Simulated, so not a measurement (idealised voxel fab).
process module | voxel capacitor over wiring
cross-section cut | 190 nm wide | cells 5 nm
A cross-section is a grid of square cells, given in bands from the top down. A band is one or more rows of cells.
Each band's line starts with the height of the band's top and of its bottom, in nm. Then come its materials from left to right, each with its width in nm. One material with "throughout" fills the band from edge to edge. "air" is empty space.
Height 0 is the level under which the wafer as received is all one material. The lowest band goes on downwards, as in "0 down".
A width such as "30 to 40" changes by the same amount from each row of cells to the next, from the band's top row to its bottom row.
"no change" after a step means that no cell of the cross-section changed.
closed voids: empty space of 8 cells or more with no open way to the top, each as width x height at its distance from the left edge, in nm
after a step's settings: what the simulator itself notes on the step
overlay nm, on a step with a mask: how far to the right of its planned place the mask lay; to the left if negative
plan
1 op RECEIVE | material Si
2 op CONFORMAL_DEP | material SiO2 | thk nm 15
3 op CONFORMAL_DEP | material SiCN | thk nm 5
4 op DIRECTIONAL_DEP | material lowk | thk nm 20
5 op PATTERN | tone open | mask id METAL_1 | material resist | width nm 30 | pitch nm 95 | thk nm 15 | overlay nm 0
6 op DIRECTIONAL_ETCH | etch materials lowk | depth nm 20
7 op DIRECTIONAL_ETCH | etch materials SiCN | depth nm 5
8 op STRIP | etch materials resist
9 op CONFORMAL_DEP | material TiN | thk nm 5
10 op FILL_DEP | material Ru | thk nm 5
11 op CMP | height nm 40
12 op EPI | material Ru | thk nm 5
13 op FILL_DEP | material SiCN | thk nm 5
14 op DIRECTIONAL_DEP | material SiO2 | thk nm 10
15 op PATTERN | tone open | mask id PLUG_1 | material resist | width nm 15 | thk nm 15 | overlay nm 0
16 op DIRECTIONAL_ETCH | etch materials SiO2 | depth nm 10
17 op DIRECTIONAL_ETCH | etch materials SiCN | depth nm 5
18 op STRIP | etch materials resist
19 op EPI | material Ru | thk nm 10
20 op EPI | material Ru | thk nm 5
21 op DIRECTIONAL_DEP | material TiN | thk nm 10
22 op DIRECTIONAL_DEP | material HfO2 | thk nm 5
23 op DIRECTIONAL_DEP | material TiN | thk nm 5
24 op PATTERN | tone cover | mask id UPPER_PLATE | material resist | width nm 70 | thk nm 15 | overlay nm 0
25 op DIRECTIONAL_ETCH | etch materials TiN | depth nm 5
26 op DIRECTIONAL_ETCH | etch materials HfO2 | depth nm 5
27 op STRIP | etch materials resist
28 op MASKED_ETCH | tone cover | mask id LOWER_PLATE | width nm 80 | etch materials TiN | depth nm 10 | overlay nm 0
29 op FILL_DEP | material SiO2 | thk nm 15
30 op CMP | height nm 90
31 op DIRECTIONAL_DEP | material aC | thk nm 15
32 op PATTERN | tone open | mask id PLUG_2 | material resist | width nm 15 | thk nm 35 | overlay nm 0
33 op DIRECTIONAL_ETCH | etch materials aC | depth nm 15
34 op STRIP | etch materials resist
35 op DIRECTIONAL_ETCH | etch materials SiO2 | depth nm 10
36 op STRIP | etch materials aC
37 op CONFORMAL_DEP | material TiN | thk nm 5
38 op FILL_DEP | material Ru | thk nm 5
39 op CMP | height nm 90
40 op CONFORMAL_DEP | material SiCN | thk nm 5
as received, after step 1
  0 down: Si throughout
  closed voids: none
first wafer at the end, as planned
  95 to 90: SiCN throughout
  90 to 85: SiO2 55 | TiN 5 | Ru 5 | TiN 5 | SiO2 120
  85 to 75: SiO2 55 to 45 | TiN 15 to 70 | SiO2 120 to 75
  75 to 70: SiO2 45 | HfO2 70 | SiO2 75
  70 to 60: SiO2 40 | TiN 80 | SiO2 70
  60 to 50: SiO2 45 | Ru 15 | SiO2 130
  50 to 45: SiCN 45 | Ru 15 | SiCN 130
  45 to 40: SiCN 25 | Ru 40 | SiCN 55 | Ru 40 | SiCN 30
  40 to 20: lowk 30 | TiN 5 | Ru 20 | TiN 5 | lowk 65 | TiN 5 | Ru 20 | TiN 5 | lowk 35
  20 to 15: SiCN 30 | TiN 30 | SiCN 65 | TiN 30 | SiCN 35
  15 to 0: SiO2 throughout
  0 down: Si throughout
  closed voids: none
second wafer at the end: like start, like plan, one mistake
  95 to 90: SiCN throughout
  90 to 85: SiO2 55 | TiN 5 | Ru 5 | TiN 5 | SiO2 120
  85 to 75: SiO2 55 to 45 | TiN 15 to 70 | SiO2 120 to 75
  75 to 70: SiO2 45 | HfO2 70 | SiO2 75
  70 to 60: SiO2 35 | TiN 80 | SiO2 75
  60 to 50: SiO2 45 | Ru 15 | SiO2 130
  50 to 45: SiCN 45 | Ru 15 | SiCN 130
  45 to 40: SiCN 25 | Ru 40 | SiCN 55 | Ru 40 | SiCN 30
  40 to 20: lowk 30 | TiN 5 | Ru 20 | TiN 5 | lowk 65 | TiN 5 | Ru 20 | TiN 5 | lowk 35
  20 to 15: SiCN 30 | TiN 30 | SiCN 65 | TiN 30 | SiCN 35
  15 to 0: SiO2 throughout
  0 down: Si throughout
  closed voids: none
what went wrong: step 28 ran as: op MASKED_ETCH | tone cover | mask id LOWER_PLATE | width nm 80 | etch materials TiN | depth nm 10 | overlay nm -5
at the end the second wafer has, in cells: as many of each material as the first, in other places
